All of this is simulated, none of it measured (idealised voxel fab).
process module | voxel double patterning
cross-section cut | 280 nm wide | cells 5 nm
A cross-section is a grid of square cells, given in bands from the top down. A band is one or more rows of cells.
Each band's line starts with the height of the band's top and of its bottom, in nm. Then come its materials from left to right, each with its width in nm. One material with "throughout" fills the band from edge to edge. "air" is empty space.
Height 0 is the level under which the wafer as received is all one material. The lowest band goes on downwards, as in "0 down".
A width such as "30 to 40" changes by the same amount from each row of cells to the next, from the band's top row to its bottom row.
"no change" after a step means that no cell of the cross-section changed.
closed voids: empty space of 8 cells or more with no open way to the top, each as width x height at its distance from the left edge, in nm
after a step's settings: what the simulator itself notes on the step
overlay nm, on a step with a mask: how far to the right of its planned place the mask lay; to the left if negative
plan
1 op RECEIVE | material Si
2 op CONFORMAL_DEP | material SiN | thk nm 10
3 op DIRECTIONAL_DEP | material SiO2 | thk nm 20
4 op DIRECTIONAL_DEP | material SiCN | thk nm 10
5 op MASKED_ETCH | tone open | mask id FIRST | width nm 15 | pitch nm 50 | etch materials SiCN | depth nm 10 | overlay nm 0
6 op MASKED_ETCH | tone open | mask id SECOND | width nm 15 | pitch nm 50 | etch materials SiCN | depth nm 10 | overlay nm 0
7 op DIRECTIONAL_ETCH | etch materials SiO2 | depth nm 20
8 op STRIP | etch materials SiCN
as received, after step 1
  0 down: Si throughout
  closed voids: none
first wafer at the end, as planned
  30 to 10: SiO2 80 | air 15 | SiO2 10 | air 15 | SiO2 10 | air 15 | SiO2 10 | air 15 | SiO2 10 | air 15 | SiO2 85
  10 to 0: SiN throughout
  0 down: Si throughout
  closed voids: none
second wafer at the end: like start, like plan, one mistake
  30 to 10: SiO2 80 | air 20 | SiO2 5 | air 15 | SiO2 10 | air 20 | SiO2 5 | air 15 | SiO2 10 | air 20 | SiO2 80
  10 to 0: SiN throughout
  0 down: Si throughout
  closed voids: none
what went wrong: step 5 ran as: op MASKED_ETCH | tone open | mask id FIRST | width nm 20 | pitch nm 50 | etch materials SiCN | depth nm 10 | overlay nm 0
at the end the second wafer has, in cells: 12 fewer of SiO2
